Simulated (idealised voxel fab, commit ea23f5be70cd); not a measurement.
The following process module bears the name voxel quadruple lines.
For reference, the cross-section in this document is cut, with width 155 nm and square cells of 5 nm.
Format of a cross-section: grid, square cells. Given as bands. Order: top down. Band: one or more rows of cells.
It is stipulated that each band's entry specify, in nanometres, the height of the top of the band and then that of its bottom, followed by the materials of the band in left-to-right sequence, each together with its width in nanometres. A single material marked by the word "all across" is understood to fill the band from edge to edge; the word "air" is understood to denote empty space.
Height is counted from the level 0, under which the received wafer is composed throughout of one material. The lowest of the bands is not closed at the bottom but continues downward, in the notation "0 -> down".
It should be noted that a width expressed as "30->40" varies in equal increments from row to row of cells within the band, taking the value of the first number at the top row and that of the second number at the bottom row.
Step note "no change occurred" = no cross-section cell changed.
"Closed internal cavities": empty spaces of 8 cells or more with no open way to the top, each given as width x height at distance, distance from the left edge, all in nm.
Whatever follows a step's settings on its line is a remark the simulator itself makes about that step.
"overlay nm" on a masked step: distance the mask lay right of its planned place, negative for left.

### Intended process steps
1,RECEIVE, material Si
2,CONFORMAL_DEP, material SiO2, thk nm 5
3,DIRECTIONAL_DEP, material W, thk nm 10
4,DIRECTIONAL_DEP, material polySi, thk nm 15
5,DIRECTIONAL_DEP, material aC, thk nm 20
6,PATTERN, tone cover, mask id MANDREL, material resist, width nm 25, thk nm 30, overlay nm 0
7,DIRECTIONAL_ETCH, etch materials aC, depth nm 20
8,STRIP, etch materials resist
9,CONFORMAL_DEP, material SiO2, thk nm 15
10,DIRECTIONAL_ETCH, etch materials SiO2, depth nm 15
11,STRIP, etch materials aC
12,DIRECTIONAL_ETCH, etch materials polySi, depth nm 15
13,STRIP, etch materials SiO2
14,CONFORMAL_DEP, material SiCN, thk nm 10
15,DIRECTIONAL_ETCH, etch materials SiCN, depth nm 10
16,STRIP, etch materials polySi
17,DIRECTIONAL_ETCH, etch materials W, depth nm 10
18,STRIP, etch materials SiCN
Across this set of wafers, the varied parameter is the width nm of step 6. Starting conditions are identical for every wafer, and the plan reports the value assigned to the first wafer.

### After step 1, as received: first of several wafers, cross-section
> 0 -> down: Si all across
> Closed internal cavities: none

### End of module: cross-section of the first of several wafers after step 18, the last step
> 15 -> 5: 40 of air  10 of W  15 of air  10 of W  5 of air  10 of W  15 of air  10 of W  40 of air
> 5 -> 0: SiO2 all across
> 0 -> down: Si all across
> Closed internal cavities: none

### The last wafer as seen in cross-section at the end of the module
> 15 -> 5: 30 of air  10 of W  15 of air  10 of W  30 of air  10 of W  15 of air  10 of W  25 of air
> 5 -> 0: SiO2 all across
> 0 -> down: Si all across
> Closed internal cavities: none

### Below is a per-wafer table. In it, each row describes the wafer at the end of the module by giving, for each material, the number of cells gained (+) or lost (-) since the wafer was received, and after that the closed voids of the wafer
width nm 25 | +31 SiO2 | +16 W | Closed internal cavities: none
width nm 30 | +31 SiO2 | +16 W | Closed internal cavities: none
width nm 35 | +31 SiO2 | +16 W | Closed internal cavities: none
width nm 40 | +31 SiO2 | +16 W | Closed internal cavities: none
width nm 45 | +31 SiO2 | +16 W | Closed internal cavities: none
width nm 50 | +31 SiO2 | +16 W | Closed internal cavities: none
